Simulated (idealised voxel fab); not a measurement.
This section sets out a process module, namely voxel local oxidation.
Xsec cut, 220 nm wide, square cell size 5 nm.
A cross-section in this document is a grid of square cells, and it is written down as bands, the top band listed before the ones below it; a band is made up of one or more rows of cells. This entry defines a band. It first specifies the height of the band's top and the height of its bottom in nm, and then specifies the band's materials from left to right, stating each material with its width in nm. The word "throughout" identifies a single material that fills the band from edge to edge, while the word "empty" identifies empty space. Measure heights from 0. That's the level where, below it, the as-received wafer is all one material. The lowest band is bottomless and extends downward; write it as in "0..down". Width spec "30 to 40" -> top row of cells at first value, bottom row at second value, equal per-row change in between. It should be understood that the words "identical to before", when stated for a given step, signify that the cross-section underwent no change in any of its cells during that step. This entry, "Fully closed voids", enumerates those empty regions of no fewer than 8 cells that possess no open connection to the top. Each region is reported in the form width x height at distance, the distance being taken from the left edge, with all three quantities expressed in nm. after a step's settings: what the simulator itself notes on the step. Regarding "overlay nm": on a step with a mask, it is the distance the mask lay to the right of its planned place; a negative value places it to the left.
**This section lists the process steps that were planned**
1: RECEIVE | material Si
2: CONFORMAL_DEP | material SiO2 | thk nm 5
3: CONFORMAL_DEP | material SiN | thk nm 10
4: MASKED_ETCH | tone cover | mask id ACTIVE | width nm 95 | etch materials SiN | depth nm 10 | overlay nm 0
5: SELECTIVE_ETCH | etch materials SiO2 | depth nm 5
6: OXIDIZE | depth nm 15
7: STRIP | etch materials SiN
**Cross-sectional view of the wafer in its as-received condition, corresponding to the state after step 1**
0..down  Si throughout
Fully closed voids: none
**What the wafer looks like in cross-section after this module, when it starts as shown above and follows the plan above but one mistake is made in running it**
5..0  SiO2 55 nm | empty 105 nm | SiO2 60 nm
0..-15  Si 40 nm | SiO2 135 nm | Si 45 nm
-15..down  Si throughout
Fully closed voids: none
What broke from the plan during processing? step 4, actual vs plan mismatch, actual run MASKED_ETCH | tone open | mask id ACTIVE | width nm 95 | etch materials SiN | depth nm 10 | overlay nm 0
